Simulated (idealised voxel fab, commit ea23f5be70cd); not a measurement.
Title: Process Module voxel self aligned contacts
300 nm wide, 5 nm square cells: that's cross-section cut.
Cross-section = grid of square cells, listed top down in bands; band = one or more rows. Look at the band entry: it leads with the top's height and the bottom's height in nm. Then it lists the materials left to right, with a width in nm for each. The word "full width" on a single material says that material fills the band edge to edge. The word "blank" is empty space. Zero point of the height axis is 0; under it, received wafer = one material. Lowest band: continues down indefinitely, "0..down". Quick explanation for "30->40": the width changes in equal steps down the rows of cells, from the first number in the band's top row to the second number in its bottom row. Basically "left unchanged" means that step didn't change any cell in the cross-section. "Enclosed voids": sealed empty spaces, 8 cells or more, no open way to top, listed width x height at distance, with distance from the left edge and width, height and distance in nm. Heads up: the bit after the settings on a step's line is the simulator's remark on that step. Steps that use a mask can have "overlay nm" on their line. It says how far the mask sat to the right of where it was meant to be. Negative means to the left.

**Steps in the process plan**
1. RECEIVE (material Si)
2. OXIDIZE (depth nm 5)
3. DIRECTIONAL_DEP (material polySi; thk nm 20)
4. DIRECTIONAL_DEP (material SiN; thk nm 15)
5. PATTERN (tone cover; mask id GATE; material resist; width nm 35; pitch nm 60; thk nm 20; overlay nm 0)
6. DIRECTIONAL_ETCH (etch materials SiN; depth nm 15)
7. DIRECTIONAL_ETCH (etch materials polySi; depth nm 20)
8. STRIP (etch materials resist)
9. CONFORMAL_DEP (material SiN; thk nm 5)
10. DIRECTIONAL_ETCH (etch materials SiN; depth nm 5)
11. FILL_DEP (material SiO2; thk nm 15)
12. CMP (height nm 45)
13. PATTERN (tone open; mask id CONTACT; material resist; width nm 35; thk nm 15; overlay nm 0)
14. DIRECTIONAL_ETCH (etch materials SiO2; depth nm 50)
15. STRIP (etch materials resist)
16. CONFORMAL_DEP (material TiN; thk nm 5)
17. FILL_DEP (material Ru; thk nm 10)
18. CMP (height nm 45)
19. CONFORMAL_DEP (material SiN; thk nm 5)

**Concerning the first of two wafers, which was run in accordance with the plan**

**Cross-section: wafer on arrival = after step 1**
	0..down | Si full width
	Enclosed voids: none

**After step 2: wafer cross-section**
	0..-5 | SiO2 full width
	Whatever lies below -5 is exactly as it was before.

**After step 3: wafer cross-section**
	20..0 | polySi full width
	Whatever lies below 0 is exactly as it was before.

**After step 4: wafer cross-section**
	35..20 | SiN full width
	Whatever lies below 20 is exactly as it was before.

**After step 5: wafer cross-section**
	55..35 | 100 nm blank; 35 nm resist; 25 nm blank; 35 nm resist; 105 nm blank
	Whatever lies below 35 is exactly as it was before.

**After step 6: wafer cross-section**
	55..35 | 100 nm blank; 35 nm resist; 25 nm blank; 35 nm resist; 105 nm blank
	35..20 | 100 nm blank; 35 nm SiN; 25 nm blank; 35 nm SiN; 105 nm blank
	Whatever lies below 20 is exactly as it was before.

**After step 7: wafer cross-section**
	55..35 | 100 nm blank; 35 nm resist; 25 nm blank; 35 nm resist; 105 nm blank
	35..20 | 100 nm blank; 35 nm SiN; 25 nm blank; 35 nm SiN; 105 nm blank
	20..0 | 100 nm blank; 35 nm polySi; 25 nm blank; 35 nm polySi; 105 nm blank
	Whatever lies below 0 is exactly as it was before.

**After step 8: wafer cross-section**
	35..20 | 100 nm blank; 35 nm SiN; 25 nm blank; 35 nm SiN; 105 nm blank
	Whatever lies below 20 is exactly as it was before.

**After step 9: wafer cross-section**
	40..20 | 95 nm blank; 45 nm SiN; 15 nm blank; 45 nm SiN; 100 nm blank
	20..5 | 95 nm blank; 5 nm SiN; 35 nm polySi; 5 nm SiN; 15 nm blank; 5 nm SiN; 35 nm polySi; 5 nm SiN; 100 nm blank
	5..0 | 100 nm SiN; 35 nm polySi; 25 nm SiN; 35 nm polySi; 105 nm SiN
	Whatever lies below 0 is exactly as it was before.

**After step 10: wafer cross-section**
	35..20 | 95 nm blank; 45 nm SiN; 15 nm blank; 45 nm SiN; 100 nm blank
	20..0 | 95 nm blank; 5 nm SiN; 35 nm polySi; 5 nm SiN; 15 nm blank; 5 nm SiN; 35 nm polySi; 5 nm SiN; 100 nm blank
	Whatever lies below 0 is exactly as it was before.

**After step 11: wafer cross-section**
	50..35 | SiO2 full width
	35..20 | 95 nm SiO2; 45 nm SiN; 15 nm SiO2; 45 nm SiN; 100 nm SiO2
	20..0 | 95 nm SiO2; 5 nm SiN; 35 nm polySi; 5 nm SiN; 15 nm SiO2; 5 nm SiN; 35 nm polySi; 5 nm SiN; 100 nm SiO2
	Whatever lies below 0 is exactly as it was before.

**After step 12: wafer cross-section**
	45..35 | SiO2 full width
	Whatever lies below 35 is exactly as it was before.

**After step 13: wafer cross-section**
	60..45 | 130 nm resist; 35 nm blank; 135 nm resist
	Whatever lies below 45 is exactly as it was before.

**After step 14: wafer cross-section**
	60..45 | 130 nm resist; 35 nm blank; 135 nm resist
	45..35 | 130 nm SiO2; 35 nm blank; 135 nm SiO2
	35..20 | 95 nm SiO2; 45 nm SiN; 15 nm blank; 45 nm SiN; 100 nm SiO2
	20..0 | 95 nm SiO2; 5 nm SiN; 35 nm polySi; 5 nm SiN; 15 nm blank; 5 nm SiN; 35 nm polySi; 5 nm SiN; 100 nm SiO2
	0..-5 | 140 nm SiO2; 15 nm blank; 145 nm SiO2
	Whatever lies below -5 is exactly as it was before.

**After step 15: wafer cross-section**
	45..35 | 130 nm SiO2; 35 nm blank; 135 nm SiO2
	Whatever lies below 35 is exactly as it was before.

**After step 16: wafer cross-section**
	50..45 | 135 nm TiN; 25 nm blank; 140 nm TiN
	45..35 | 130 nm SiO2; 5->15 nm TiN; 25->5 nm blank; 5->15 nm TiN; 135 nm SiO2
	35..20 | 95 nm SiO2; 45 nm SiN; 5 nm TiN; 5 nm blank; 5 nm TiN; 45 nm SiN; 100 nm SiO2
	20..0 | 95 nm SiO2; 5 nm SiN; 35 nm polySi; 5 nm SiN; 5 nm TiN; 5 nm blank; 5 nm TiN; 5 nm SiN; 35 nm polySi; 5 nm SiN; 100 nm SiO2
	0..-5 | 140 nm SiO2; 15 nm TiN; 145 nm SiO2
	Whatever lies below -5 is exactly as it was before.

**After step 17: wafer cross-section**
	60..50 | Ru full width
	50..45 | 135 nm TiN; 25 nm Ru; 140 nm TiN
	45..35 | 130 nm SiO2; 5->15 nm TiN; 25->5 nm Ru; 5->15 nm TiN; 135 nm SiO2
	35..20 | 95 nm SiO2; 45 nm SiN; 5 nm TiN; 5 nm Ru; 5 nm TiN; 45 nm SiN; 100 nm SiO2
	20..0 | 95 nm SiO2; 5 nm SiN; 35 nm polySi; 5 nm SiN; 5 nm TiN; 5 nm Ru; 5 nm TiN; 5 nm SiN; 35 nm polySi; 5 nm SiN; 100 nm SiO2
	Whatever lies below 0 is exactly as it was before.

**After step 18: wafer cross-section**
	45..35 | 130 nm SiO2; 5->15 nm TiN; 25->5 nm Ru; 5->15 nm TiN; 135 nm SiO2
	Whatever lies below 35 is exactly as it was before.

**After step 19: wafer cross-section**
	50..45 | SiN full width
	Whatever lies below 45 is exactly as it was before.

**second wafer: like start, like plan, one mistake. Through step 2 it matches the first wafer**

**Second wafer, section view, time point: scheduled end of step 3**
	15..0 | SiN full width
	Whatever lies below 0 is exactly as it was before.

**Second wafer, section view, time point: scheduled end of step 4**
	35..15 | polySi full width
	Whatever lies below 15 is exactly as it was before.

**Second wafer, section view, time point: scheduled end of step 5**
	55..35 | 100 nm blank; 35 nm resist; 25 nm blank; 35 nm resist; 105 nm blank
	Whatever lies below 35 is exactly as it was before.

Second wafer, section view, time point: scheduled end of step 6: left unchanged

**Second wafer, section view, time point: scheduled end of step 7**
	55..35 | 100 nm blank; 35 nm resist; 25 nm blank; 35 nm resist; 105 nm blank
	35..15 | 100 nm blank; 35 nm polySi; 25 nm blank; 35 nm polySi; 105 nm blank
	Whatever lies below 15 is exactly as it was before.

**Second wafer, section view, time point: scheduled end of step 8**
	35..15 | 100 nm blank; 35 nm polySi; 25 nm blank; 35 nm polySi; 105 nm blank
	Whatever lies below 15 is exactly as it was before.

**Second wafer, section view, time point: scheduled end of step 9**
	40..35 | 95 nm blank; 45 nm SiN; 15 nm blank; 45 nm SiN; 100 nm blank
	35..20 | 95 nm blank; 5 nm SiN; 35 nm polySi; 5 nm SiN; 15 nm blank; 5 nm SiN; 35 nm polySi; 5 nm SiN; 100 nm blank
	20..15 | 100 nm SiN; 35 nm polySi; 25 nm SiN; 35 nm polySi; 105 nm SiN
	Whatever lies below 15 is exactly as it was before.

**Second wafer, section view, time point: scheduled end of step 10**
	35..15 | 95 nm blank; 5 nm SiN; 35 nm polySi; 5 nm SiN; 15 nm blank; 5 nm SiN; 35 nm polySi; 5 nm SiN; 100 nm blank
	Whatever lies below 15 is exactly as it was before.

**Second wafer, section view, time point: scheduled end of step 11**
	50..35 | SiO2 full width
	35..15 | 95 nm SiO2; 5 nm SiN; 35 nm polySi; 5 nm SiN; 15 nm SiO2; 5 nm SiN; 35 nm polySi; 5 nm SiN; 100 nm SiO2
	Whatever lies below 15 is exactly as it was before.

**Second wafer, section view, time point: scheduled end of step 12**
	45..35 | SiO2 full width
	Whatever lies below 35 is exactly as it was before.

**Second wafer, section view, time point: scheduled end of step 13**
	60..45 | 130 nm resist; 35 nm blank; 135 nm resist
	Whatever lies below 45 is exactly as it was before.

**Second wafer, section view, time point: scheduled end of step 14**
	60..45 | 130 nm resist; 35 nm blank; 135 nm resist
	45..35 | 130 nm SiO2; 35 nm blank; 135 nm SiO2
	35..15 | 95 nm SiO2; 5 nm SiN; 35 nm polySi; 5 nm SiN; 15 nm blank; 5 nm SiN; 35 nm polySi; 5 nm SiN; 100 nm SiO2
	Whatever lies below 15 is exactly as it was before.

**Second wafer, section view, time point: scheduled end of step 15**
	45..35 | 130 nm SiO2; 35 nm blank; 135 nm SiO2
	Whatever lies below 35 is exactly as it was before.

**Second wafer, section view, time point: scheduled end of step 16**
	50..45 | 135 nm TiN; 25 nm blank; 140 nm TiN
	45..35 | 130 nm SiO2; 5->15 nm TiN; 25->5 nm blank; 5->15 nm TiN; 135 nm SiO2
	35..20 | 95 nm SiO2; 5 nm SiN; 35 nm polySi; 5 nm SiN; 5 nm TiN; 5 nm blank; 5 nm TiN; 5 nm SiN; 35 nm polySi; 5 nm SiN; 100 nm SiO2
	20..15 | 95 nm SiO2; 5 nm SiN; 35 nm polySi; 5 nm SiN; 15 nm TiN; 5 nm SiN; 35 nm polySi; 5 nm SiN; 100 nm SiO2
	Whatever lies below 15 is exactly as it was before.

**Second wafer, section view, time point: scheduled end of step 17**
	60..50 | Ru full width
	50..45 | 135 nm TiN; 25 nm Ru; 140 nm TiN
	45..35 | 130 nm SiO2; 5->15 nm TiN; 25->5 nm Ru; 5->15 nm TiN; 135 nm SiO2
	35..20 | 95 nm SiO2; 5 nm SiN; 35 nm polySi; 5 nm SiN; 5 nm TiN; 5 nm Ru; 5 nm TiN; 5 nm SiN; 35 nm polySi; 5 nm SiN; 100 nm SiO2
	Whatever lies below 20 is exactly as it was before.

**Second wafer, section view, time point: scheduled end of step 18**
	45..35 | 130 nm SiO2; 5->15 nm TiN; 25->5 nm Ru; 5->15 nm TiN; 135 nm SiO2
	Whatever lies below 35 is exactly as it was before.

**Second wafer, section view, time point: scheduled end of step 19**
	50..45 | SiN full width
	Whatever lies below 45 is exactly as it was before.
What was done differently from what was planned? order of steps 3 and 4 inverted relative to the plan
Looking at both finished wafers in cells, the second ends up ahead of or behind the first on some materials: Ru -4 | SiN +126 | SiO2 -114 | TiN -8
